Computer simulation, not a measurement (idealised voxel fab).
process module | voxel trench capacitor
cross-section cut | 265 nm wide | cells 5 nm
A cross-section is a grid of square cells, given in bands from the top down. A band is one or more rows of cells.
Each band's line starts with the height of the band's top and of its bottom, in nm. Then come its materials from left to right, each with its width in nm. One material with "throughout" fills the band from edge to edge. "air" is empty space.
Height 0 is the level under which the wafer as received is all one material. The lowest band goes on downwards, as in "0 down".
A width such as "30 to 40" changes by the same amount from each row of cells to the next, from the band's top row to its bottom row.
"no change" after a step means that no cell of the cross-section changed.
closed voids: empty space of 8 cells or more with no open way to the top, each as width x height at its distance from the left edge, in nm
after a step's settings: what the simulator itself notes on the step
overlay nm, on a step with a mask: how far to the right of its planned place the mask lay; to the left if negative
plan
1 op RECEIVE | material Si
2 op CONFORMAL_DEP | material SiN | thk nm 10
3 op PATTERN | tone open | mask id TRENCH | material resist | width nm 30 | pitch nm 45 | thk nm 15 | overlay nm 0
4 op DIRECTIONAL_ETCH | etch materials SiN | depth nm 10
5 op DIRECTIONAL_ETCH | etch materials Si | depth nm 40
6 op STRIP | etch materials resist
7 op CONFORMAL_DEP | material HfO2 | thk nm 5
8 op CONFORMAL_DEP | material TiN | thk nm 5
9 op FILL_DEP | material W | thk nm 5
10 op CMP | height nm 10
as received, after step 1
  0 down: Si throughout
  closed voids: none
first wafer at the end, as planned
  10 to 0: SiN 70 | HfO2 5 | TiN 5 | W 10 | TiN 5 | HfO2 5 | SiN 15 | HfO2 5 | TiN 5 | W 10 | TiN 5 | HfO2 5 | SiN 15 | HfO2 5 | TiN 5 | W 10 | TiN 5 | HfO2 5 | SiN 75
  0 to -30: Si 70 | HfO2 5 | TiN 5 | W 10 | TiN 5 | HfO2 5 | Si 15 | HfO2 5 | TiN 5 | W 10 | TiN 5 | HfO2 5 | Si 15 | HfO2 5 | TiN 5 | W 10 | TiN 5 | HfO2 5 | Si 75
  -30 to -35: Si 70 | HfO2 5 | TiN 20 | HfO2 5 | Si 15 | HfO2 5 | TiN 20 | HfO2 5 | Si 15 | HfO2 5 | TiN 20 | HfO2 5 | Si 75
  -35 to -40: Si 70 | HfO2 30 | Si 15 | HfO2 30 | Si 15 | HfO2 30 | Si 75
  -40 down: Si throughout
  closed voids: none
second wafer at the end: like start, like plan, one mistake
  10 to 0: W 60 | TiN 5 | HfO2 5 | SiN 30 | HfO2 5 | TiN 5 | HfO2 5 | SiN 30 | HfO2 5 | TiN 5 | HfO2 5 | SiN 30 | HfO2 5 | TiN 5 | W 65
  0 to -30: W 60 | TiN 5 | HfO2 5 | Si 30 | HfO2 5 | TiN 5 | HfO2 5 | Si 30 | HfO2 5 | TiN 5 | HfO2 5 | Si 30 | HfO2 5 | TiN 5 | W 65
  -30 to -35: TiN 65 | HfO2 5 | Si 30 | HfO2 5 | TiN 5 | HfO2 5 | Si 30 | HfO2 5 | TiN 5 | HfO2 5 | Si 30 | HfO2 5 | TiN 70
  -35 to -40: HfO2 70 | Si 30 | HfO2 15 | Si 30 | HfO2 15 | Si 30 | HfO2 75
  -40 down: Si throughout
  closed voids: none
what went wrong: step 3 ran as: op PATTERN | tone cover | mask id TRENCH | material resist | width nm 30 | pitch nm 45 | thk nm 15 | overlay nm 0
at the end the second wafer has, in cells: 17 more of HfO2 | 136 fewer of Si | 34 fewer of SiN | 1 more of TiN | 152 more of W
